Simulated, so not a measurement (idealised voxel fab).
process module | voxel capacitor over wiring
cross-section cut | 160 nm wide | cells 5 nm
A cross-section is a grid of square cells, given in bands from the top down. A band is one or more rows of cells.
Each band's line starts with the height of the band's top and of its bottom, in nm. Then come its materials from left to right, each with its width in nm. One material with "throughout" fills the band from edge to edge. "air" is empty space.
Height 0 is the level under which the wafer as received is all one material. The lowest band goes on downwards, as in "0 down".
A width such as "30 to 40" changes by the same amount from each row of cells to the next, from the band's top row to its bottom row.
"no change" after a step means that no cell of the cross-section changed.
closed voids: empty space of 8 cells or more with no open way to the top, each as width x height at its distance from the left edge, in nm
after a step's settings: what the simulator itself notes on the step
overlay nm, on a step with a mask: how far to the right of its planned place the mask lay; to the left if negative
plan
1 op RECEIVE | material Si
2 op CONFORMAL_DEP | material SiO2 | thk nm 15
3 op DIRECTIONAL_DEP | material TiN | thk nm 5
4 op DIRECTIONAL_DEP | material W | thk nm 25
5 op DIRECTIONAL_DEP | material aC | thk nm 10
6 op PATTERN | tone cover | mask id METAL_1 | material resist | width nm 20 | pitch nm 70 | thk nm 25 | overlay nm 0
7 op DIRECTIONAL_ETCH | etch materials aC | depth nm 10
8 op STRIP | etch materials resist
9 op DIRECTIONAL_ETCH | etch materials W | depth nm 25
10 op DIRECTIONAL_ETCH | etch materials TiN | depth nm 5
11 op STRIP | etch materials aC
12 op FILL_DEP | material SiO2 | thk nm 5
13 op CMP | height nm 45
14 op CONFORMAL_DEP | material SiCN | thk nm 5
15 op DIRECTIONAL_DEP | material lowk | thk nm 10
16 op MASKED_ETCH | tone open | mask id PLUG_1 | width nm 15 | etch materials lowk | depth nm 10 | overlay nm 0
17 op MASKED_ETCH | tone open | mask id PLUG_1 | width nm 15 | etch materials SiCN | depth nm 5 | overlay nm 0
18 op EPI | material Ru | thk nm 10
19 op EPI | material Ru | thk nm 5
20 op DIRECTIONAL_DEP | material TiN | thk nm 10
21 op DIRECTIONAL_DEP | material SiN | thk nm 5
22 op DIRECTIONAL_DEP | material TiN | thk nm 10
23 op DIRECTIONAL_DEP | material aC | thk nm 10
24 op PATTERN | tone cover | mask id UPPER_PLATE | material resist | width nm 55 | thk nm 30 | overlay nm 0
25 op DIRECTIONAL_ETCH | etch materials aC | depth nm 10
26 op STRIP | etch materials resist
27 op DIRECTIONAL_ETCH | etch materials TiN | depth nm 10
28 op DIRECTIONAL_ETCH | etch materials SiN | depth nm 5
29 op STRIP | etch materials aC
30 op PATTERN | tone cover | mask id LOWER_PLATE | material resist | width nm 65 | thk nm 20 | overlay nm 0
31 op DIRECTIONAL_ETCH | etch materials TiN | depth nm 10
32 op STRIP | etch materials resist
33 op FILL_DEP | material SiO2 | thk nm 15
34 op CMP | height nm 95
35 op PATTERN | tone open | mask id PLUG_2 | material resist | width nm 15 | thk nm 15 | overlay nm 0
36 op DIRECTIONAL_ETCH | etch materials SiO2 | depth nm 10
37 op STRIP | etch materials resist
38 op CONFORMAL_DEP | material TiN | thk nm 5
39 op FILL_DEP | material W | thk nm 10
40 op CMP | height nm 95
41 op CONFORMAL_DEP | material SiCN | thk nm 5
first wafer, as planned
as received, after step 1
  0 down: Si throughout
  closed voids: none
after step 2
  15 to 0: SiO2 throughout
  below 0: unchanged
after step 3
  20 to 15: TiN throughout
  below 15: unchanged
after step 4
  45 to 20: W throughout
  below 20: unchanged
after step 5
  55 to 45: aC throughout
  below 45: unchanged
after step 6
  80 to 55: air 35 | resist 20 | air 50 | resist 20 | air 35
  below 55: unchanged
after step 7
  70 to 55: air 35 | resist 20 | air 50 | resist 20 | air 35
  55 to 45: air 35 | aC 20 | air 50 | aC 20 | air 35
  below 45: unchanged
after step 8
  55 to 45: air 35 | aC 20 | air 50 | aC 20 | air 35
  below 45: unchanged
after step 9
  55 to 45: air 35 | aC 20 | air 50 | aC 20 | air 35
  45 to 20: air 35 | W 20 | air 50 | W 20 | air 35
  below 20: unchanged
after step 10
  55 to 45: air 35 | aC 20 | air 50 | aC 20 | air 35
  45 to 20: air 35 | W 20 | air 50 | W 20 | air 35
  20 to 15: air 35 | TiN 20 | air 50 | TiN 20 | air 35
  below 15: unchanged
after step 11
  45 to 20: air 35 | W 20 | air 50 | W 20 | air 35
  below 20: unchanged
after step 12
  50 to 45: SiO2 throughout
  45 to 20: SiO2 35 | W 20 | SiO2 50 | W 20 | SiO2 35
  20 to 15: SiO2 35 | TiN 20 | SiO2 50 | TiN 20 | SiO2 35
  below 15: unchanged
after step 13
  45 to 20: SiO2 35 | W 20 | SiO2 50 | W 20 | SiO2 35
  below 20: unchanged
after step 14
  50 to 45: SiCN throughout
  below 45: unchanged
after step 15
  60 to 50: lowk throughout
  below 50: unchanged
after step 16
  60 to 50: lowk 40 | air 15 | lowk 105
  below 50: unchanged
after step 17
  60 to 50: lowk 40 | air 15 | lowk 105
  50 to 45: SiCN 40 | air 15 | SiCN 105
  below 45: unchanged
after step 18
  60 to 55: lowk 40 | air 15 | lowk 105
  55 to 50: lowk 40 | Ru 15 | lowk 105
  50 to 45: SiCN 40 | Ru 15 | SiCN 105
  below 45: unchanged
after step 19
  60 to 50: lowk 40 | Ru 15 | lowk 105
  below 50: unchanged
after step 20
  70 to 60: TiN throughout
  below 60: unchanged
after step 21
  75 to 70: SiN throughout
  below 70: unchanged
after step 22
  85 to 75: TiN throughout
  below 75: unchanged
after step 23
  95 to 85: aC throughout
  below 85: unchanged
after step 24
  125 to 95: air 40 | resist 55 | air 65
  below 95: unchanged
after step 25
  115 to 95: air 40 | resist 55 | air 65
  95 to 85: air 40 | aC 55 | air 65
  below 85: unchanged
after step 26
  95 to 85: air 40 | aC 55 | air 65
  below 85: unchanged
after step 27
  95 to 85: air 40 | aC 55 | air 65
  85 to 75: air 40 | TiN 55 | air 65
  below 75: unchanged
after step 28
  95 to 85: air 40 | aC 55 | air 65
  85 to 75: air 40 | TiN 55 | air 65
  75 to 70: air 40 | SiN 55 | air 65
  below 70: unchanged
after step 29
  85 to 75: air 40 | TiN 55 | air 65
  below 75: unchanged
after step 30
  105 to 85: air 35 | resist 65 | air 60
  85 to 75: air 35 | resist 5 | TiN 55 | resist 5 | air 60
  75 to 70: air 35 | resist 5 | SiN 55 | resist 5 | air 60
  below 70: unchanged
after step 31
  105 to 85: air 35 | resist 65 | air 60
  85 to 75: air 35 | resist 5 | TiN 55 | resist 5 | air 60
  75 to 70: air 35 | resist 5 | SiN 55 | resist 5 | air 60
  70 to 60: air 35 | TiN 65 | air 60
  below 60: unchanged
after step 32
  85 to 75: air 40 | TiN 55 | air 65
  75 to 70: air 40 | SiN 55 | air 65
  below 70: unchanged
after step 33
  100 to 85: SiO2 throughout
  85 to 75: SiO2 40 | TiN 55 | SiO2 65
  75 to 70: SiO2 40 | SiN 55 | SiO2 65
  70 to 60: SiO2 35 | TiN 65 | SiO2 60
  below 60: unchanged
after step 34
  95 to 85: SiO2 throughout
  below 85: unchanged
after step 35
  110 to 95: resist 50 | air 15 | resist 95
  below 95: unchanged
after step 36
  110 to 95: resist 50 | air 15 | resist 95
  95 to 85: SiO2 50 | air 15 | SiO2 95
  below 85: unchanged
after step 37
  95 to 85: SiO2 50 | air 15 | SiO2 95
  below 85: unchanged
after step 38
  100 to 95: TiN 55 | air 5 | TiN 100
  95 to 90: SiO2 50 | TiN 5 | air 5 | TiN 5 | SiO2 95
  90 to 85: SiO2 50 | TiN 15 | SiO2 95
  below 85: unchanged
after step 39
  110 to 100: W throughout
  100 to 95: TiN 55 | W 5 | TiN 100
  95 to 90: SiO2 50 | TiN 5 | W 5 | TiN 5 | SiO2 95
  below 90: unchanged
after step 40
  95 to 90: SiO2 50 | TiN 5 | W 5 | TiN 5 | SiO2 95
  below 90: unchanged
after step 41
  100 to 95: SiCN throughout
  below 95: unchanged
second wafer: like start, like plan, one mistake. Through step 17 it matches the first wafer
when step 18 should have ended
  65 to 60: air 35 | Ru 25 | air 100
  60 to 50: lowk 40 | Ru 15 | lowk 105
  50 to 45: SiCN 40 | Ru 15 | SiCN 105
  below 45: unchanged
when step 19 should have ended
  70 to 60: air 30 | Ru 35 | air 95
  below 60: unchanged
when step 20 should have ended
  80 to 70: air 30 | TiN 35 | air 95
  70 to 60: TiN 30 | Ru 35 | TiN 95
  below 60: unchanged
when step 21 should have ended
  85 to 80: air 30 | SiN 35 | air 95
  80 to 75: air 30 | TiN 35 | air 95
  75 to 70: SiN 30 | TiN 35 | SiN 95
  below 70: unchanged
when step 22 should have ended
  95 to 85: air 30 | TiN 35 | air 95
  85 to 80: TiN 30 | SiN 35 | TiN 95
  80 to 75: TiN throughout
  below 75: unchanged
when step 23 should have ended
  105 to 95: air 30 | aC 35 | air 95
  95 to 85: aC 30 | TiN 35 | aC 95
  below 85: unchanged
when step 24 should have ended
  135 to 105: air 40 | resist 55 | air 65
  105 to 95: air 30 | aC 35 | resist 30 | air 65
  below 95: unchanged
when step 25 should have ended
  125 to 105: air 40 | resist 55 | air 65
  105 to 95: air 40 | aC 25 | resist 30 | air 65
  95 to 85: air 30 | TiN 35 | aC 30 | air 65
  below 85: unchanged
when step 26 should have ended
  105 to 95: air 40 | aC 25 | air 95
  below 95: unchanged
when step 27 should have ended
  105 to 95: air 40 | aC 25 | air 95
  95 to 85: air 40 | TiN 25 | aC 30 | air 65
  85 to 80: air 30 | SiN 35 | TiN 30 | air 65
  80 to 75: air 30 | TiN 65 | air 65
  below 75: unchanged
when step 28 should have ended
  105 to 95: air 40 | aC 25 | air 95
  95 to 85: air 40 | TiN 25 | aC 30 | air 65
  85 to 80: air 40 | SiN 25 | TiN 30 | air 65
  80 to 75: air 30 | TiN 65 | air 65
  75 to 70: air 30 | TiN 35 | SiN 30 | air 65
  below 70: unchanged
when step 29 should have ended
  95 to 85: air 40 | TiN 25 | air 95
  below 85: unchanged
when step 30 should have ended
  115 to 95: air 35 | resist 65 | air 60
  95 to 85: air 35 | resist 5 | TiN 25 | resist 35 | air 60
  85 to 80: air 35 | resist 5 | SiN 25 | TiN 30 | resist 5 | air 60
  80 to 75: air 30 | TiN 65 | resist 5 | air 60
  75 to 70: air 30 | TiN 35 | SiN 30 | resist 5 | air 60
  below 70: unchanged
when step 31 should have ended
  115 to 95: air 35 | resist 65 | air 60
  95 to 85: air 35 | resist 5 | TiN 25 | resist 35 | air 60
  85 to 80: air 35 | resist 5 | SiN 25 | TiN 30 | resist 5 | air 60
  80 to 75: air 35 | TiN 60 | resist 5 | air 60
  75 to 70: air 35 | TiN 30 | SiN 30 | resist 5 | air 60
  70 to 60: air 30 | Ru 35 | TiN 35 | air 60
  below 60: unchanged
when step 32 should have ended
  95 to 85: air 40 | TiN 25 | air 95
  85 to 80: air 40 | SiN 25 | TiN 30 | air 65
  80 to 75: air 35 | TiN 60 | air 65
  75 to 70: air 35 | TiN 30 | SiN 30 | air 65
  below 70: unchanged
when step 33 should have ended
  110 to 95: SiO2 throughout
  95 to 85: SiO2 40 | TiN 25 | SiO2 95
  85 to 80: SiO2 40 | SiN 25 | TiN 30 | SiO2 65
  80 to 75: SiO2 35 | TiN 60 | SiO2 65
  75 to 70: SiO2 35 | TiN 30 | SiN 30 | SiO2 65
  70 to 60: SiO2 30 | Ru 35 | TiN 35 | SiO2 60
  below 60: unchanged
when step 34 should have ended
  95 to 85: SiO2 40 | TiN 25 | SiO2 95
  below 85: unchanged
when step 35 should have ended
  110 to 95: resist 50 | air 15 | resist 95
  below 95: unchanged
when step 36 should have ended: no change
when step 37 should have ended
  95 to 85: SiO2 40 | TiN 25 | SiO2 95
  below 85: unchanged
when step 38 should have ended
  100 to 95: TiN throughout
  below 95: unchanged
when step 39 should have ended
  110 to 100: W throughout
  below 100: unchanged
when step 40 should have ended
  95 to 85: SiO2 40 | TiN 25 | SiO2 95
  below 85: unchanged
when step 41 should have ended
  100 to 95: SiCN throughout
  below 95: unchanged
what went wrong: step 18 was run twice
at the end the second wafer has, in cells: 14 more of Ru | 8 fewer of SiO2 | 5 fewer of TiN | 1 fewer of W
